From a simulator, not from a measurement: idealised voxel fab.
process module | voxel self aligned contacts
cross-section cut | 200 nm wide | cells 5 nm
A cross-section is a grid of square cells, given in bands from the top down. A band is one or more rows of cells.
Each band's line starts with the height of the band's top and of its bottom, in nm. Then come its materials from left to right, each with its width in nm. One material with "throughout" fills the band from edge to edge. "air" is empty space.
Height 0 is the level under which the wafer as received is all one material. The lowest band goes on downwards, as in "0 down".
A width such as "30 to 40" changes by the same amount from each row of cells to the next, from the band's top row to its bottom row.
"no change" after a step means that no cell of the cross-section changed.
closed voids: empty space of 8 cells or more with no open way to the top, each as width x height at its distance from the left edge, in nm
after a step's settings: what the simulator itself notes on the step
overlay nm, on a step with a mask: how far to the right of its planned place the mask lay; to the left if negative
plan
1 op RECEIVE | material Si
2 op OXIDIZE | depth nm 5
3 op DIRECTIONAL_DEP | material polySi | thk nm 25
4 op DIRECTIONAL_DEP | material SiN | thk nm 20
5 op DIRECTIONAL_DEP | material aC | thk nm 10
6 op PATTERN | tone cover | mask id GATE | material resist | width nm 30 | pitch nm 65 | thk nm 30 | overlay nm 0
7 op DIRECTIONAL_ETCH | etch materials aC | depth nm 10
8 op STRIP | etch materials resist
9 op DIRECTIONAL_ETCH | etch materials SiN | depth nm 20
10 op DIRECTIONAL_ETCH | etch materials polySi | depth nm 25
11 op STRIP | etch materials aC
12 op CONFORMAL_DEP | material SiN | thk nm 10
13 op DIRECTIONAL_ETCH | etch materials SiN | depth nm 10
14 op FILL_DEP | material SiO2 | thk nm 15
15 op CMP | height nm 55
16 op DIRECTIONAL_DEP | material aC | thk nm 15
17 op PATTERN | tone open | mask id CONTACT | material resist | width nm 35 | thk nm 30 | overlay nm 0
18 op DIRECTIONAL_ETCH | etch materials aC | depth nm 15
19 op STRIP | etch materials resist
20 op DIRECTIONAL_ETCH | etch materials SiO2 | depth nm 60
21 op STRIP | etch materials aC
22 op CONFORMAL_DEP | material TiN | thk nm 5
23 op FILL_DEP | material Ru | thk nm 5
24 op CMP | height nm 55
25 op CONFORMAL_DEP | material SiCN | thk nm 5
varied across the wafers: width nm of step 17. The plan shows the first wafer's value. All wafers start alike
first wafer as received, after step 1
  0 down: Si throughout
  closed voids: none
each wafer at the end: cells of each material gained (+) or lost (-) since it was received, then its closed voids
width nm 35 | +15 Ru | -40 Si | +40 SiCN | +120 SiN | +256 SiO2 | +29 TiN | +60 polySi | closed voids: none
width nm 40 | +16 Ru | -40 Si | +40 SiCN | +120 SiN | +254 SiO2 | +30 TiN | +60 polySi | closed voids: none
width nm 45 | +17 Ru | -40 Si | +40 SiCN | +120 SiN | +252 SiO2 | +31 TiN | +60 polySi | closed voids: none
width nm 50 | +18 Ru | -40 Si | +40 SiCN | +120 SiN | +250 SiO2 | +32 TiN | +60 polySi | closed voids: none
width nm 55 | +19 Ru | -40 Si | +40 SiCN | +120 SiN | +248 SiO2 | +33 TiN | +60 polySi | closed voids: none
width nm 60 | +20 Ru | -40 Si | +40 SiCN | +120 SiN | +246 SiO2 | +34 TiN | +60 polySi | closed voids: none
